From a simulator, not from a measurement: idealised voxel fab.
Proc. module: voxel self aligned vias
Each square cell in cross-section cut measures 5 nm, and the section as a whole is 220 nm wide.
If you're reading a cross-section in this doc, picture square cells in a grid; it comes to you as bands, top ones listed first down to the bottom, and a band can be one or more rows of cells. Within each band entry, the heights of the top and of the bottom of the band appear first, in that order and in nm; the materials of the band then follow from left to right, each with its corresponding width in nm. The designation "edge to edge" on a single material indicates that it fills the band from edge to edge; the designation "air" indicates empty space. Counting heights begins at 0, where everything beneath is, in the wafer as received, one material. The lowest band has no bottom; it goes on downwards, as "from 0 down" shows. Width spec "30 to 40" -> top row of cells at first value, bottom row at second value, equal per-row change in between. It should be understood that the words "same as before", when stated for a given step, signify that the cross-section underwent no change in any of its cells during that step. Reported under the label "Catalogued sealed voids" are the empty spaces having no open way to the top and comprising 8 cells or more; the notation for each is width x height at distance, in which the distance is measured from the left edge and all three values are in nm. The remark found on a step's line after its settings is issued by the simulator itself and pertains to that step. overlay nm, on a step with a mask: how far to the right of its planned place the mask lay; to the left if negative.

List of planned process steps
1 RECEIVE with material Si
2 CONFORMAL_DEP with material SiO2, thk nm 10
3 CONFORMAL_DEP with material SiCN, thk nm 5
4 DIRECTIONAL_DEP with material lowk, thk nm 20
5 PATTERN with tone open, mask id LINES, material resist, width nm 25, pitch nm 70, thk nm 15, overlay nm 0
6 DIRECTIONAL_ETCH with etch materials lowk, depth nm 20
7 STRIP with etch materials resist
8 CONFORMAL_DEP with material TiN, thk nm 5
9 FILL_DEP with material W, thk nm 5
10 CMP with height nm 35
11 SELECTIVE_ETCH with etch materials W Ru TiN, depth nm 5
12 FILL_DEP with material SiN, thk nm 5
13 CMP with height nm 35
14 DIRECTIONAL_DEP with material lowk, thk nm 20
15 PATTERN with tone open, mask id VIAS, material resist, width nm 45, thk nm 20, overlay nm 0
16 DIRECTIONAL_ETCH with etch materials lowk, depth nm 20
17 DIRECTIONAL_ETCH with etch materials SiN, depth nm 5
18 STRIP with etch materials resist
19 CONFORMAL_DEP with material TiN, thk nm 5
20 FILL_DEP with material W, thk nm 5
21 CMP with height nm 55
22 CONFORMAL_DEP with material SiCN, thk nm 5

As-received state of the wafer in cross-section, equivalent to post-step 1
    from 0 down  Si edge to edge
    Catalogued sealed voids: none

Here's the cross-section of the first of our two wafers at the end of the module - it ran as planned
    from 60 to 55  SiCN edge to edge
    from 55 to 40  lowk 50 / TiN 5 / W 35 / TiN 5 / lowk 125
    from 40 to 35  lowk 50 / TiN 15 / W 15 / TiN 15 / lowk 125
    from 35 to 30  lowk 60 / TiN 25 / lowk 45 / SiN 25 / lowk 65
    from 30 to 20  lowk 60 / TiN 5 / W 15 / TiN 5 / lowk 45 / TiN 5 / W 15 / TiN 5 / lowk 65
    from 20 to 15  lowk 60 / TiN 25 / lowk 45 / TiN 25 / lowk 65
    from 15 to 10  SiCN edge to edge
    from 10 to 0  SiO2 edge to edge
    from 0 down  Si edge to edge
    Catalogued sealed voids: none

Second wafer at the end: like start, like plan, one mistake
    from 60 to 55  SiCN edge to edge
    from 55 to 40  lowk 45 / TiN 5 / W 45 / TiN 5 / lowk 120
    from 40 to 35  lowk 45 / TiN 20 / W 15 / TiN 20 / lowk 120
    from 35 to 30  lowk 60 / TiN 25 / lowk 45 / SiN 25 / lowk 65
    from 30 to 20  lowk 60 / TiN 5 / W 15 / TiN 5 / lowk 45 / TiN 5 / W 15 / TiN 5 / lowk 65
    from 20 to 15  lowk 60 / TiN 25 / lowk 45 / TiN 25 / lowk 65
    from 15 to 10  SiCN edge to edge
    from 10 to 0  SiO2 edge to edge
    from 0 down  Si edge to edge
    Catalogued sealed voids: none
So what did we get wrong on this run? heads up, step 15 didn't go per plan, it actually ran as PATTERN with tone open, mask id VIAS, material resist, width nm 55, thk nm 20, overlay nm 0
Once processing is complete, comparing cell counts shows that the second wafer has more or fewer of certain materials than the first: 2 more of TiN | 6 more of W | 8 fewer of lowk
